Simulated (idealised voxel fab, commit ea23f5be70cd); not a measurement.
The process module presented herein is designated voxel gate over fins.
Cross-section cut: width 185 nm, square cells of 5 nm.
Throughout this document, each cross-section is represented as a grid of square cells and is presented as a sequence of bands enumerated from the top downward, where a band comprises one or more rows of cells. Heads up on the band format: heights come first, top then bottom, in nm. After that it's the materials left to right, each with its width in nm. A single material flagged "edge to edge" fills the whole band edge to edge, and "air" means there's empty space there. Where do heights start? At 0: under that level the wafer as delivered is made of one material only. And the lowest band has no floor; it just carries on downward, as in "0 and below". Read "30..40" as a graded width: first number on top, second number at the bottom, same change between each pair of neighbouring rows. "changes: none", as given for a step, is the statement that not any cell of the cross-section underwent a change during that step. Heads up: "Enclosed void catalog" only lists the empty pockets with no open path to the top that are 8 cells or more, and it writes them as width x height at distance, distance from the left edge, in nm. Note: text after step settings on the step line = simulator remark on that step. For masked steps, "overlay nm" on the step line gives how far right of plan the mask actually lay; a minus sign means it lay to the left.
### Steps planned for the process
- 1: op RECEIVE | material Si
- 2: op CONFORMAL_DEP | material SiN | thk nm 10
- 3: op PATTERN | tone cover | mask id FINS | material resist | width nm 15 | pitch nm 40 | thk nm 20 | overlay nm 0
- 4: op DIRECTIONAL_ETCH | etch materials SiN | depth nm 10
- 5: op DIRECTIONAL_ETCH | etch materials Si | depth nm 35
- 6: op STRIP | etch materials resist
- 7: op FILL_DEP | material SiO2 | thk nm 5
- 8: op CMP | height nm 10
- 9: op SELECTIVE_ETCH | etch materials SiO2 | depth nm 25
- 10: op STRIP | etch materials SiN
- 11: op CONFORMAL_DEP | material HfO2 | thk nm 5
- 12: op CONFORMAL_DEP | material TiN | thk nm 5
- 13: op CONFORMAL_DEP | material TiAl | thk nm 5
- 14: op CONFORMAL_DEP | material TiN | thk nm 5
- 15: op FILL_DEP | material W | thk nm 15
- 16: op CMP | height nm 30
- 17: op CONFORMAL_DEP | material SiCN | thk nm 5
### On the first of the two wafers: run conducted according to plan
### Cross-section: wafer on arrival = after step 1
> 0 and below  Si edge to edge
> Enclosed void catalog: none
### Sectional view: wafer, after step 2
> 10 down to 0  SiN edge to edge
> Everything under 0 stays put, no change at all.
### Sectional view: wafer, after step 3
> 30 down to 10  air 45, resist 15, air 25, resist 15, air 25, resist 15, air 45
> Everything under 10 stays put, no change at all.
### Sectional view: wafer, after step 4
> 30 down to 10  air 45, resist 15, air 25, resist 15, air 25, resist 15, air 45
> 10 down to 0  air 45, SiN 15, air 25, SiN 15, air 25, SiN 15, air 45
> Everything under 0 stays put, no change at all.
### Sectional view: wafer, after step 5
> 30 down to 10  air 45, resist 15, air 25, resist 15, air 25, resist 15, air 45
> 10 down to 0  air 45, SiN 15, air 25, SiN 15, air 25, SiN 15, air 45
> 0 down to -35  air 45, Si 15, air 25, Si 15, air 25, Si 15, air 45
> Everything under -35 stays put, no change at all.
### Sectional view: wafer, after step 6
> 10 down to 0  air 45, SiN 15, air 25, SiN 15, air 25, SiN 15, air 45
> Everything under 0 stays put, no change at all.
### Sectional view: wafer, after step 7
> 15 down to 10  SiO2 edge to edge
> 10 down to 0  SiO2 45, SiN 15, SiO2 25, SiN 15, SiO2 25, SiN 15, SiO2 45
> 0 down to -35  SiO2 45, Si 15, SiO2 25, Si 15, SiO2 25, Si 15, SiO2 45
> Everything under -35 stays put, no change at all.
### Sectional view: wafer, after step 8
> 10 down to 0  SiO2 45, SiN 15, SiO2 25, SiN 15, SiO2 25, SiN 15, SiO2 45
> Everything under 0 stays put, no change at all.
### Sectional view: wafer, after step 9
> 10 down to 0  air 45, SiN 15, air 25, SiN 15, air 25, SiN 15, air 45
> 0 down to -15  air 45, Si 15, air 25, Si 15, air 25, Si 15, air 45
> Everything under -15 stays put, no change at all.
### Sectional view: wafer, after step 10
> 0 down to -15  air 45, Si 15, air 25, Si 15, air 25, Si 15, air 45
> Everything under -15 stays put, no change at all.
### Sectional view: wafer, after step 11
> 5 down to 0  air 40, HfO2 25, air 15, HfO2 25, air 15, HfO2 25, air 40
> 0 down to -10  air 40, HfO2 5, Si 15, HfO2 5, air 15, HfO2 5, Si 15, HfO2 5, air 15, HfO2 5, Si 15, HfO2 5, air 40
> -10 down to -15  HfO2 45, Si 15, HfO2 25, Si 15, HfO2 25, Si 15, HfO2 45
> Everything under -15 stays put, no change at all.
### Sectional view: wafer, after step 12
> 10 down to 5  air 35, TiN 35, air 5, TiN 35, air 5, TiN 35, air 35
> 5 down to 0  air 35, TiN 5, HfO2 25, TiN 5, air 5, TiN 5, HfO2 25, TiN 5, air 5, TiN 5, HfO2 25, TiN 5, air 35
> 0 down to -5  air 35, TiN 5, HfO2 5, Si 15, HfO2 5, TiN 5, air 5, TiN 5, HfO2 5, Si 15, HfO2 5, TiN 5, air 5, TiN 5, HfO2 5, Si 15, HfO2 5, TiN 5, air 35
> -5 down to -10  TiN 40, HfO2 5, Si 15, HfO2 5, TiN 15, HfO2 5, Si 15, HfO2 5, TiN 15, HfO2 5, Si 15, HfO2 5, TiN 40
> Everything under -10 stays put, no change at all.
### Sectional view: wafer, after step 13
> 15 down to 10  air 30, TiAl 125, air 30
> 10 down to 5  air 30, TiAl 5, TiN 35, TiAl 5, TiN 35, TiAl 5, TiN 35, TiAl 5, air 30
> 5 down to 0  air 30, TiAl 5, TiN 5, HfO2 25, TiN 5, TiAl 5, TiN 5, HfO2 25, TiN 5, TiAl 5, TiN 5, HfO2 25, TiN 5, TiAl 5, air 30
> 0 down to -5  TiAl 35, TiN 5, HfO2 5, Si 15, HfO2 5, TiN 5, TiAl 5, TiN 5, HfO2 5, Si 15, HfO2 5, TiN 5, TiAl 5, TiN 5, HfO2 5, Si 15, HfO2 5, TiN 5, TiAl 35
> Everything under -5 stays put, no change at all.
### Sectional view: wafer, after step 14
> 20 down to 15  air 25, TiN 135, air 25
> 15 down to 10  air 25, TiN 5, TiAl 125, TiN 5, air 25
> 10 down to 5  air 25, TiN 5, TiAl 5, TiN 35, TiAl 5, TiN 35, TiAl 5, TiN 35, TiAl 5, TiN 5, air 25
> 5 down to 0  TiN 30, TiAl 5, TiN 5, HfO2 25, TiN 5, TiAl 5, TiN 5, HfO2 25, TiN 5, TiAl 5, TiN 5, HfO2 25, TiN 5, TiAl 5, TiN 30
> Everything under 0 stays put, no change at all.
### Sectional view: wafer, after step 15
> 35 down to 20  W edge to edge
> 20 down to 15  W 25, TiN 135, W 25
> 15 down to 10  W 25, TiN 5, TiAl 125, TiN 5, W 25
> 10 down to 5  W 25, TiN 5, TiAl 5, TiN 35, TiAl 5, TiN 35, TiAl 5, TiN 35, TiAl 5, TiN 5, W 25
> Everything under 5 stays put, no change at all.
### Sectional view: wafer, after step 16
> 30 down to 20  W edge to edge
> Everything under 20 stays put, no change at all.
### Sectional view: wafer, after step 17
> 35 down to 30  SiCN edge to edge
> Everything under 30 stays put, no change at all.
### second wafer: like start, like plan, one mistake. Through step 10 it matches the first wafer
### The second wafer cut through, at the time step 11 was supposed to be finished
> 5 down to 0  air 40, TiN 25, air 15, TiN 25, air 15, TiN 25, air 40
> 0 down to -10  air 40, TiN 5, Si 15, TiN 5, air 15, TiN 5, Si 15, TiN 5, air 15, TiN 5, Si 15, TiN 5, air 40
> -10 down to -15  TiN 45, Si 15, TiN 25, Si 15, TiN 25, Si 15, TiN 45
> Everything under -15 stays put, no change at all.
### The second wafer cut through, at the time step 12 was supposed to be finished
> 10 down to 5  air 35, HfO2 35, air 5, HfO2 35, air 5, HfO2 35, air 35
> 5 down to 0  air 35, HfO2 5, TiN 25, HfO2 5, air 5, HfO2 5, TiN 25, HfO2 5, air 5, HfO2 5, TiN 25, HfO2 5, air 35
> 0 down to -5  air 35, HfO2 5, TiN 5, Si 15, TiN 5, HfO2 5, air 5, HfO2 5, TiN 5, Si 15, TiN 5, HfO2 5, air 5, HfO2 5, TiN 5, Si 15, TiN 5, HfO2 5, air 35
> -5 down to -10  HfO2 40, TiN 5, Si 15, TiN 5, HfO2 15, TiN 5, Si 15, TiN 5, HfO2 15, TiN 5, Si 15, TiN 5, HfO2 40
> Everything under -10 stays put, no change at all.
### The second wafer cut through, at the time step 13 was supposed to be finished
> 15 down to 10  air 30, TiAl 125, air 30
> 10 down to 5  air 30, TiAl 5, HfO2 35, TiAl 5, HfO2 35, TiAl 5, HfO2 35, TiAl 5, air 30
> 5 down to 0  air 30, TiAl 5, HfO2 5, TiN 25, HfO2 5, TiAl 5, HfO2 5, TiN 25, HfO2 5, TiAl 5, HfO2 5, TiN 25, HfO2 5, TiAl 5, air 30
> 0 down to -5  TiAl 35, HfO2 5, TiN 5, Si 15, TiN 5, HfO2 5, TiAl 5, HfO2 5, TiN 5, Si 15, TiN 5, HfO2 5, TiAl 5, HfO2 5, TiN 5, Si 15, TiN 5, HfO2 5, TiAl 35
> Everything under -5 stays put, no change at all.
### The second wafer cut through, at the time step 14 was supposed to be finished
> 20 down to 15  air 25, TiN 135, air 25
> 15 down to 10  air 25, TiN 5, TiAl 125, TiN 5, air 25
> 10 down to 5  air 25, TiN 5, TiAl 5, HfO2 35, TiAl 5, HfO2 35, TiAl 5, HfO2 35, TiAl 5, TiN 5, air 25
> 5 down to 0  TiN 30, TiAl 5, HfO2 5, TiN 25, HfO2 5, TiAl 5, HfO2 5, TiN 25, HfO2 5, TiAl 5, HfO2 5, TiN 25, HfO2 5, TiAl 5, TiN 30
> Everything under 0 stays put, no change at all.
### The second wafer cut through, at the time step 15 was supposed to be finished
> 35 down to 20  W edge to edge
> 20 down to 15  W 25, TiN 135, W 25
> 15 down to 10  W 25, TiN 5, TiAl 125, TiN 5, W 25
> 10 down to 5  W 25, TiN 5, TiAl 5, HfO2 35, TiAl 5, HfO2 35, TiAl 5, HfO2 35, TiAl 5, TiN 5, W 25
> Everything under 5 stays put, no change at all.
### The second wafer cut through, at the time step 16 was supposed to be finished
> 30 down to 20  W edge to edge
> Everything under 20 stays put, no change at all.
### The second wafer cut through, at the time step 17 was supposed to be finished
> 35 down to 30  SiCN edge to edge
> Everything under 30 stays put, no change at all.
It is concluded that the wafer was processed incorrectly with respect to the plan, in that plan steps 11 and 12 run swapped
The two final wafers agree on how many cells each material fills and disagree on which cells those are.
